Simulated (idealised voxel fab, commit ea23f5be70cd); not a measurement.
Presented below is a process module, voxel released beams.
Xsec cut, 220 nm wide, square cell size 5 nm.
Think of the cross-section as a grid of square cells. We describe it in bands, top to bottom, and each band covers one or more rows of those cells.
Top, bottom (nm), then materials left to right with widths (nm); lone material tagged "full width" fills the whole band edge to edge; "empty" = empty space.
The level at which height equals 0 is the one under which the wafer, as it arrives, is entirely one material. No lower edge exists for the bottom band, which continues downward and is notated as in "0 and below".
Quick explanation for "30->40": the width changes in equal steps down the rows of cells, from the first number in the band's top row to the second number in its bottom row.
"no modification" -> step changed no cross-section cell.
Empty spaces counting at least 8 cells and having no open way to the top are listed in "Closed internal voids". The notation width x height at distance is used for each, the distance being from the left edge and all three values in nm.
Note: text after step settings on the step line = simulator remark on that step.
overlay nm: on a step with a mask, how far right of its planned place the mask lay; negative means left.

THE PROCESS STEPS THAT WERE PLANNED ARE LISTED BELOW
- 1: RECEIVE with material Si
- 2: CONFORMAL_DEP with material SiN, thk nm 5
- 3: DIRECTIONAL_DEP with material SiO2, thk nm 10
- 4: MASKED_ETCH with tone open, mask id ANCHOR, width nm 35, etch materials SiO2, depth nm 10, overlay nm 0
- 5: CONFORMAL_DEP with material W, thk nm 10
- 6: MASKED_ETCH with tone cover, mask id BEAM, width nm 120, etch materials W, depth nm 10, overlay nm 0
- 7: STRIP with etch materials SiO2

CROSS-SECTION OF THE WAFER UPON ARRIVAL, REPRESENTING THE STATE REACHED AFTER STEP 1
* 0 and below: Si full width
* Closed internal voids: none

WAFER CROSS-SECTION AT END OF MODULE: START AND PLAN AS SHOWN ABOVE, ONE EXECUTION ERROR
* 20 down to 10: empty (45), W (15), empty (15), W (90), empty (55)
* 10 down to 0: empty (50), W (35), empty (135)
* 0 and below: Si full width
* Closed internal voids: none
Deviation from plan: it should be noted that step 2 of the plan was omitted and was not performed
